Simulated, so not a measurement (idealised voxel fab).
process module | voxel plated lines
cross-section cut | 295 nm wide | cells 5 nm
A cross-section is a grid of square cells, given in bands from the top down. A band is one or more rows of cells.
Each band's line starts with the height of the band's top and of its bottom, in nm. Then come its materials from left to right, each with its width in nm. One material with "throughout" fills the band from edge to edge. "air" is empty space.
Height 0 is the level under which the wafer as received is all one material. The lowest band goes on downwards, as in "0 down".
A width such as "30 to 40" changes by the same amount from each row of cells to the next, from the band's top row to its bottom row.
"no change" after a step means that no cell of the cross-section changed.
closed voids: empty space of 8 cells or more with no open way to the top, each as width x height at its distance from the left edge, in nm
after a step's settings: what the simulator itself notes on the step
overlay nm, on a step with a mask: how far to the right of its planned place the mask lay; to the left if negative
plan
1 op RECEIVE | material Si
2 op CONFORMAL_DEP | material Al2O3 | thk nm 10
3 op DIRECTIONAL_DEP | material TiN | thk nm 5
4 op PATTERN | tone open | mask id LINES | material resist | width nm 30 | pitch nm 60 | thk nm 20 | overlay nm 0
5 op EPI | material Ru | thk nm 10
6 op STRIP | etch materials resist
7 op DIRECTIONAL_ETCH | etch materials TiN | depth nm 5
8 op CONFORMAL_DEP | material SiN | thk nm 10
first wafer, as planned
as received, after step 1
  0 down: Si throughout
  closed voids: none
after step 2
  10 to 0: Al2O3 throughout
  below 0: unchanged
after step 3
  15 to 10: TiN throughout
  below 10: unchanged
after step 4
  35 to 15: resist 70 | air 30 | resist 30 | air 30 | resist 30 | air 30 | resist 75
  below 15: unchanged
after step 5
  35 to 25: resist 70 | air 30 | resist 30 | air 30 | resist 30 | air 30 | resist 75
  25 to 15: resist 70 | Ru 30 | resist 30 | Ru 30 | resist 30 | Ru 30 | resist 75
  below 15: unchanged
after step 6
  25 to 15: air 70 | Ru 30 | air 30 | Ru 30 | air 30 | Ru 30 | air 75
  below 15: unchanged
after step 7
  25 to 15: air 70 | Ru 30 | air 30 | Ru 30 | air 30 | Ru 30 | air 75
  15 to 10: air 70 | TiN 30 | air 30 | TiN 30 | air 30 | TiN 30 | air 75
  below 10: unchanged
after step 8
  35 to 25: air 60 | SiN 50 | air 10 | SiN 50 | air 10 | SiN 50 | air 65
  25 to 20: air 60 | SiN 10 | Ru 30 | SiN 10 | air 10 | SiN 10 | Ru 30 | SiN 10 | air 10 | SiN 10 | Ru 30 | SiN 10 | air 65
  20 to 15: SiN 70 | Ru 30 | SiN 30 | Ru 30 | SiN 30 | Ru 30 | SiN 75
  15 to 10: SiN 70 | TiN 30 | SiN 30 | TiN 30 | SiN 30 | TiN 30 | SiN 75
  below 10: unchanged
second wafer: like start, like plan, one mistake. Through step 1 it matches the first wafer
when step 2 should have ended
  5 to 0: TiN throughout
  below 0: unchanged
when step 3 should have ended
  15 to 5: Al2O3 throughout
  below 5: unchanged
when step 4 should have ended
  35 to 15: resist 70 | air 30 | resist 30 | air 30 | resist 30 | air 30 | resist 75
  below 15: unchanged
when step 5 should have ended: no change
when step 6 should have ended
  15 to 5: Al2O3 throughout
  below 5: unchanged
when step 7 should have ended: no change
when step 8 should have ended
  25 to 15: SiN throughout
  below 15: unchanged
what went wrong: steps 2 and 3 were swapped
at the end the second wafer has, in cells: 36 fewer of Ru | 36 fewer of SiN | 41 more of TiN
